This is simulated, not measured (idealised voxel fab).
Name of the process module below: voxel lift off
For reference, the cross-section in this document is cut, with width 165 nm and square cells of 5 nm.
This document writes a cross-section as a grid whose cells are square, and gives it as bands, listed from the top down; one or more rows of cells form a band.
The entry gives the band's vertical extent as a top height and a bottom height in nm, then its horizontal make-up as materials from left to right, each with a width in nm. "blank" stands for empty space; a single material marked "all across" fills the band edge to edge.
All heights in this document are referenced to 0, defined as the level beneath which the wafer, as received, consists entirely of one material. The lowest band is not bounded below; it extends indefinitely downward and is written in the form "from 0 down".
Note: "30..40" means the width goes from the first number (top row of the band) to the second number (bottom row) in equal steps per row of cells.
For the purposes of this document, the phrase "remained the same" attached to a step denotes that no cell within the cross-section was modified by that step.
Under "Sealed-off cavities" you'll find the enclosed gaps, the ones with no way out to the top, that are 8 cells or bigger; each reads width x height at distance, with distance counted from the left edge, everything in nm.
If you see something after the settings on a step's line, that's the simulator's own remark about that step.
The optional step-line setting "overlay nm" applies to steps with a mask and quantifies how far to the right of its planned location the mask lay, a negative value indicating leftward placement.
Here's what the planned process steps look like
1: RECEIVE [material Si]
2: CONFORMAL_DEP [material SiO2] [thk nm 15]
3: PATTERN [tone open] [mask id LINES] [material resist] [width nm 30] [pitch nm 45] [thk nm 25] [overlay nm 0]
4: DIRECTIONAL_DEP [material Ru] [thk nm 10]
5: STRIP [etch materials resist]
6: CONFORMAL_DEP [material SiO2] [thk nm 10]
Cross-section of the wafer as it came to us, i.e., already through step 1
	from 0 down = Si all across
	Sealed-off cavities: none
As-planned run: cross-section of the first of two wafers at end of module
	from 35 to 25 = 10 blank / 140 SiO2 / 15 blank
	from 25 to 15 = 20 SiO2 / 30 Ru / 15 SiO2 / 30 Ru / 15 SiO2 / 30 Ru / 25 SiO2
	from 15 to 0 = SiO2 all across
	from 0 down = Si all across
	Sealed-off cavities: none
Wafer two, end of module, cross-section. Same start, same plan as wafer one. One mistake in the run
	from 35 to 25 = 15 blank / 40 SiO2 / 5 blank / 40 SiO2 / 5 blank / 40 SiO2 / 20 blank
	from 25 to 15 = 25 SiO2 / 20 Ru / 25 SiO2 / 20 Ru / 25 SiO2 / 20 Ru / 30 SiO2
	from 15 to 0 = SiO2 all across
	from 0 down = Si all across
	Sealed-off cavities: none
Misprocessing identified: note that step 3 departed from the planned setting and was carried out as PATTERN [tone open] [mask id LINES] [material resist] [width nm 20] [pitch nm 45] [thk nm 25] [overlay nm 0]
Materials where the second wafer ends with more or fewer cells than the first: 12 fewer of Ru; 4 more of SiO2
